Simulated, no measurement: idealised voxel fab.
Process module name: voxel self aligned contacts
Section cut is 255 nm wide and gridded with 5 nm square cells.
For the purposes of this document, a cross-section shall be understood as a grid of square cells, specified as bands listed in top-to-bottom order, each band consisting of one or more rows of cells. Top height, bottom height, nm. Materials left to right, width each, nm. Single material + "full width" = fills band edge to edge. "empty" = empty. Ref level 0: as-received wafer is one material below here. Bottom band extends down with no lower bound ("z 0 and below"). Note: "30 to 40" means the width goes from the first number (top row of the band) to the second number (bottom row) in equal steps per row of cells. Given "no alterations made" for a step, no cell of the cross-section differs between before and after that step. "Enclosed empty spaces" contains a list of empty spaces, each no smaller than 8 cells and without an open way to the top, written in the form width x height at distance with the distance from the left edge and all three in nm. Whatever follows a step's settings on its line is a remark the simulator itself makes about that step. You can add "overlay nm" to a step's line. For a step with a mask, it describes how far the mask lay to the right of its planned position, and a negative number describes a lay to the left.

**Here's what the planned process steps look like**
1 RECEIVE | material Si
2 CONFORMAL_DEP | material SiO2 | thk nm 5
3 DIRECTIONAL_DEP | material polySi | thk nm 25
4 DIRECTIONAL_DEP | material SiN | thk nm 25
5 PATTERN | tone cover | mask id GATE | material resist | width nm 25 | pitch nm 60 | thk nm 15 | overlay nm 0
6 DIRECTIONAL_ETCH | etch materials SiN | depth nm 25
7 DIRECTIONAL_ETCH | etch materials polySi | depth nm 25
8 STRIP | etch materials resist
9 CONFORMAL_DEP | material SiN | thk nm 10
10 DIRECTIONAL_ETCH | etch materials SiN | depth nm 10
11 FILL_DEP | material SiO2 | thk nm 15
12 CMP | height nm 60
13 PATTERN | tone open | mask id CONTACT | material resist | width nm 45 | thk nm 15 | overlay nm 0
14 DIRECTIONAL_ETCH | etch materials SiO2 | depth nm 60
15 STRIP | etch materials resist
16 CONFORMAL_DEP | material TiN | thk nm 5
17 FILL_DEP | material Ru | thk nm 5
18 CMP | height nm 60
19 CONFORMAL_DEP | material SiCN | thk nm 5

**Step 1 complete: cross-section of the wafer as received**
    z 0 and below  Si full width
    Enclosed empty spaces: none

**Cross-section at module end, one run error; start and plan unchanged from above**
    z 65 to 60  SiCN full width
    z 60 to 55  75 SiO2 | 45 polySi | 5 TiN | 5 Ru | 5 TiN | 45 polySi | 75 SiO2
    z 55 to 30  75 SiO2 | 10 polySi | 25 SiN | 10 polySi | 5 TiN | 5 Ru | 5 TiN | 10 polySi | 25 SiN | 10 polySi | 75 SiO2
    z 30 to 20  75 SiO2 | 45 polySi | 5 TiN | 5 Ru | 5 TiN | 45 polySi | 75 SiO2
    z 20 to 15  75 SiO2 | 45 polySi | 15 TiN | 45 polySi | 75 SiO2
    z 15 to 5  polySi full width
    z 5 to 0  SiO2 full width
    z 0 and below  Si full width
    Enclosed empty spaces: none
Error vs. plan: step 9 changed vs plan, executed as CONFORMAL_DEP | material polySi | thk nm 10
